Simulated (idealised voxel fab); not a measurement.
process module | voxel capacitor over wiring
cross-section cut | 160 nm wide | cells 5 nm
A cross-section is a grid of square cells, given in bands from the top down. A band is one or more rows of cells.
Each band's line starts with the height of the band's top and of its bottom, in nm. Then come its materials from left to right, each with its width in nm. One material with "throughout" fills the band from edge to edge. "air" is empty space.
Height 0 is the level under which the wafer as received is all one material. The lowest band goes on downwards, as in "0 down".
A width such as "30 to 40" changes by the same amount from each row of cells to the next, from the band's top row to its bottom row.
"no change" after a step means that no cell of the cross-section changed.
closed voids: empty space of 8 cells or more with no open way to the top, each as width x height at its distance from the left edge, in nm
after a step's settings: what the simulator itself notes on the step
overlay nm, on a step with a mask: how far to the right of its planned place the mask lay; to the left if negative
plan
1 op RECEIVE | material Si
2 op CONFORMAL_DEP | material SiO2 | thk nm 15
3 op DIRECTIONAL_DEP | material TiN | thk nm 5
4 op DIRECTIONAL_DEP | material W | thk nm 20
5 op DIRECTIONAL_DEP | material aC | thk nm 15
6 op PATTERN | tone cover | mask id METAL_1 | material resist | width nm 30 | pitch nm 95 | thk nm 30 | overlay nm 0
7 op DIRECTIONAL_ETCH | etch materials aC | depth nm 15
8 op STRIP | etch materials resist
9 op DIRECTIONAL_ETCH | etch materials W | depth nm 20
10 op DIRECTIONAL_ETCH | etch materials TiN | depth nm 5
11 op STRIP | etch materials aC
12 op FILL_DEP | material lowk | thk nm 10
13 op CMP | height nm 40
14 op CONFORMAL_DEP | material SiCN | thk nm 5
15 op DIRECTIONAL_DEP | material SiO2 | thk nm 20
16 op PATTERN | tone open | mask id PLUG_1 | material resist | width nm 15 | thk nm 15 | overlay nm 0
17 op DIRECTIONAL_ETCH | etch materials SiO2 | depth nm 20
18 op DIRECTIONAL_ETCH | etch materials SiCN | depth nm 5
19 op STRIP | etch materials resist
20 op CONFORMAL_DEP | material TiN | thk nm 5
21 op FILL_DEP | material Cu | thk nm 10
22 op CMP | height nm 65
23 op DIRECTIONAL_DEP | material TiN | thk nm 10
24 op DIRECTIONAL_DEP | material SiN | thk nm 5
25 op DIRECTIONAL_DEP | material TiN | thk nm 5
26 op PATTERN | tone cover | mask id UPPER_PLATE | material resist | width nm 60 | thk nm 15 | overlay nm 0
27 op DIRECTIONAL_ETCH | etch materials TiN | depth nm 5
28 op DIRECTIONAL_ETCH | etch materials SiN | depth nm 5
29 op STRIP | etch materials resist
30 op PATTERN | tone cover | mask id LOWER_PLATE | material resist | width nm 80 | thk nm 15 | overlay nm 0
31 op DIRECTIONAL_ETCH | etch materials TiN | depth nm 10
32 op STRIP | etch materials resist
33 op FILL_DEP | material SiO2 | thk nm 20
34 op CMP | height nm 100
35 op MASKED_ETCH | tone open | mask id PLUG_2 | width nm 15 | etch materials SiO2 | depth nm 15 | overlay nm 0
36 op CONFORMAL_DEP | material TiN | thk nm 5
37 op FILL_DEP | material Ru | thk nm 10
38 op CMP | height nm 100
39 op CONFORMAL_DEP | material SiCN | thk nm 5
varied across the wafers: width nm of step 26. The plan shows the first wafer's value. All wafers start alike
first wafer as received, after step 1
  0 down: Si throughout
  closed voids: none
first wafer at the end, after step 39
  105 to 100: SiCN throughout
  100 to 90: SiO2 40 | TiN 5 | Ru 5 | TiN 5 | SiO2 105
  90 to 80: SiO2 40 to 35 | TiN 15 to 60 | SiO2 105 to 65
  80 to 75: SiO2 35 | SiN 60 | SiO2 65
  75 to 65: SiO2 25 | TiN 80 | SiO2 55
  65 to 45: SiO2 30 | TiN 5 | Cu 5 | TiN 5 | SiO2 115
  45 to 40: SiCN 30 | TiN 15 | SiCN 115
  40 to 20: lowk 15 | W 30 | lowk 65 | W 30 | lowk 20
  20 to 15: lowk 15 | TiN 30 | lowk 65 | TiN 30 | lowk 20
  15 to 0: SiO2 throughout
  0 down: Si throughout
  closed voids: none
last wafer at the end
  105 to 100: SiCN throughout
  100 to 90: SiO2 40 | TiN 5 | Ru 5 | TiN 5 | SiO2 105
  90 to 80: SiO2 40 to 25 | TiN 15 to 80 | SiO2 105 to 55
  80 to 75: SiO2 25 | SiN 85 | SiO2 50
  75 to 65: SiO2 25 | TiN 85 | SiO2 50
  65 to 45: SiO2 30 | TiN 5 | Cu 5 | TiN 5 | SiO2 115
  45 to 40: SiCN 30 | TiN 15 | SiCN 115
  40 to 20: lowk 15 | W 30 | lowk 65 | W 30 | lowk 20
  20 to 15: lowk 15 | TiN 30 | lowk 65 | TiN 30 | lowk 20
  15 to 0: SiO2 throughout
  0 down: Si throughout
  closed voids: none
each wafer at the end: cells of each material gained (+) or lost (-) since it was received, then its closed voids
width nm 60 | +4 Cu | +2 Ru | +61 SiCN | +12 SiN | +371 SiO2 | +74 TiN | +48 W | +100 lowk | closed voids: none
width nm 65 | +4 Cu | +2 Ru | +61 SiCN | +13 SiN | +369 SiO2 | +75 TiN | +48 W | +100 lowk | closed voids: none
width nm 70 | +4 Cu | +2 Ru | +61 SiCN | +14 SiN | +367 SiO2 | +76 TiN | +48 W | +100 lowk | closed voids: none
width nm 75 | +4 Cu | +2 Ru | +61 SiCN | +15 SiN | +365 SiO2 | +77 TiN | +48 W | +100 lowk | closed voids: none
width nm 80 | +4 Cu | +2 Ru | +61 SiCN | +16 SiN | +363 SiO2 | +78 TiN | +48 W | +100 lowk | closed voids: none
width nm 85 | +4 Cu | +2 Ru | +61 SiCN | +17 SiN | +360 SiO2 | +80 TiN | +48 W | +100 lowk | closed voids: none
